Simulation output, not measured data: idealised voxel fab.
Presented below is a process module, voxel wiring stack.
Cross-section cut spans 190 nm and uses square cells 5 nm in size.
Think of the cross-section as a grid of square cells. We describe it in bands, top to bottom, and each band covers one or more rows of those cells.
Quick guide to a band line: top height, bottom height (nm) up front; then every material left to right with its width in nm. Only one material and it's marked "all across"? Then it fills the band edge to edge. And "blank" just means empty space.
Heights are reckoned from 0. Under this level, the received wafer is all of one material. The bottommost band is open-ended downward, for example "0 and below".
Width: "30->40" (first number = top row, second number = bottom row, same change from row to row of cells).
You'll sometimes find "same as before" written for a step, and that's the way of saying that nowhere in the cross-section did a cell change during that step.
You'll see "Voids, sealed" listing empty spaces that have no way open to the top, as long as they're 8 cells or more; the notation is width x height at distance, where the distance is from the left edge, and all of it is in nm.
The remark found on a step's line after its settings is issued by the simulator itself and pertains to that step.
Each step line may optionally specify "overlay nm", which for a step with a mask gives the rightward distance between the mask's planned place and where it lay, a negative value indicating the leftward direction.

**Steps planned for the process**
1,RECEIVE, material Si
2,CONFORMAL_DEP, material SiO2, thk nm 10
3,CONFORMAL_DEP, material SiCN, thk nm 5
4,DIRECTIONAL_DEP, material lowk, thk nm 25
5,DIRECTIONAL_DEP, material aC, thk nm 15
6,PATTERN, tone open, mask id METAL_1, material resist, width nm 20, pitch nm 40, thk nm 35, overlay nm 0
7,DIRECTIONAL_ETCH, etch materials aC, depth nm 15
8,STRIP, etch materials resist
9,DIRECTIONAL_ETCH, etch materials lowk, depth nm 25
10,DIRECTIONAL_ETCH, etch materials SiCN, depth nm 5
11,STRIP, etch materials aC
12,CONFORMAL_DEP, material TiN, thk nm 5
13,FILL_DEP, material Ru, thk nm 5
14,CMP, height nm 40
15,CONFORMAL_DEP, material SiCN, thk nm 5
16,DIRECTIONAL_DEP, material lowk, thk nm 15
17,DIRECTIONAL_DEP, material aC, thk nm 15
18,PATTERN, tone open, mask id PLUG_1, material resist, width nm 15, pitch nm 40, thk nm 35, overlay nm 0
19,DIRECTIONAL_ETCH, etch materials aC, depth nm 15
20,STRIP, etch materials resist
21,DIRECTIONAL_ETCH, etch materials lowk, depth nm 15
22,DIRECTIONAL_ETCH, etch materials SiCN, depth nm 5
23,STRIP, etch materials aC
24,EPI, material Ru, thk nm 10
25,EPI, material Ru, thk nm 10
26,CONFORMAL_DEP, material SiN, thk nm 5
27,DIRECTIONAL_DEP, material SiO2, thk nm 15
28,MASKED_ETCH, tone open, mask id METAL_2, width nm 20, pitch nm 40, etch materials SiO2, depth nm 15, overlay nm 0
29,MASKED_ETCH, tone open, mask id METAL_2, width nm 20, pitch nm 40, etch materials SiN, depth nm 5, overlay nm 0
30,CONFORMAL_DEP, material TiN, thk nm 5
31,FILL_DEP, material W, thk nm 10
32,CMP, height nm 80
33,CONFORMAL_DEP, material SiN, thk nm 5

**Step 1 complete: cross-section of the wafer as received**
  0 and below | Si all across
  Voids, sealed: none

**Run as planned - first of the two wafers cross-sectioned at the end of the module**
  85 down to 80 | SiN all across
  80 down to 65 | 25 of SiO2, 5 of TiN, 10 of W, 5 of TiN, 20 of SiO2, 5 of TiN, 10 of W, 5 of TiN, 20 of SiO2, 5 of TiN, 10 of W, 5 of TiN, 20 of SiO2, 5 of TiN, 10 of W, 5 of TiN, 25 of SiO2
  65 down to 60 | 25 of SiN, 20 of TiN, 20 of SiN, 20 of TiN, 20 of SiN, 20 of TiN, 20 of SiN, 20 of TiN, 25 of SiN
  60 down to 45 | 25 of lowk, 15 of Ru, 25 of lowk, 15 of Ru, 25 of lowk, 15 of Ru, 25 of lowk, 15 of Ru, 30 of lowk
  45 down to 40 | 25 of SiCN, 15 of Ru, 25 of SiCN, 15 of Ru, 25 of SiCN, 15 of Ru, 25 of SiCN, 15 of Ru, 30 of SiCN
  40 down to 15 | 25 of lowk, 5 of TiN, 10 of Ru, 5 of TiN, 20 of lowk, 5 of TiN, 10 of Ru, 5 of TiN, 20 of lowk, 5 of TiN, 10 of Ru, 5 of TiN, 20 of lowk, 5 of TiN, 10 of Ru, 5 of TiN, 25 of lowk
  15 down to 10 | 25 of SiCN, 20 of TiN, 20 of SiCN, 20 of TiN, 20 of SiCN, 20 of TiN, 20 of SiCN, 20 of TiN, 25 of SiCN
  10 down to 0 | SiO2 all across
  0 and below | Si all across
  Voids, sealed: none

**Cross-sectional image of the second wafer of the two following completion of the module. Starting state and process plan were the same as for the first wafer; one execution error occurred**
  85 down to 80 | SiN all across
  80 down to 65 | 25 of SiO2, 5 of TiN, 10 of SiCN, 5 of TiN, 20 of SiO2, 5 of TiN, 10 of SiCN, 5 of TiN, 20 of SiO2, 5 of TiN, 10 of SiCN, 5 of TiN, 20 of SiO2, 5 of TiN, 10 of SiCN, 5 of TiN, 25 of SiO2
  65 down to 60 | 25 of SiN, 20 of TiN, 20 of SiN, 20 of TiN, 20 of SiN, 20 of TiN, 20 of SiN, 20 of TiN, 25 of SiN
  60 down to 45 | 25 of lowk, 15 of Ru, 25 of lowk, 15 of Ru, 25 of lowk, 15 of Ru, 25 of lowk, 15 of Ru, 30 of lowk
  45 down to 40 | 25 of SiCN, 15 of Ru, 25 of SiCN, 15 of Ru, 25 of SiCN, 15 of Ru, 25 of SiCN, 15 of Ru, 30 of SiCN
  40 down to 15 | 25 of lowk, 5 of TiN, 10 of Ru, 5 of TiN, 20 of lowk, 5 of TiN, 10 of Ru, 5 of TiN, 20 of lowk, 5 of TiN, 10 of Ru, 5 of TiN, 20 of lowk, 5 of TiN, 10 of Ru, 5 of TiN, 25 of lowk
  15 down to 10 | 25 of SiCN, 20 of TiN, 20 of SiCN, 20 of TiN, 20 of SiCN, 20 of TiN, 20 of SiCN, 20 of TiN, 25 of SiCN
  10 down to 0 | SiO2 all across
  0 and below | Si all across
  Voids, sealed: none
In executing the process, a mistake was made relative to the plan: step 31 deviated from plan and actually ran as FILL_DEP, material SiCN, thk nm 10
In the final state, the cell counts of the second wafer exceed or fall short of those of the first for the following materials: 24 more of SiCN | 24 fewer of W
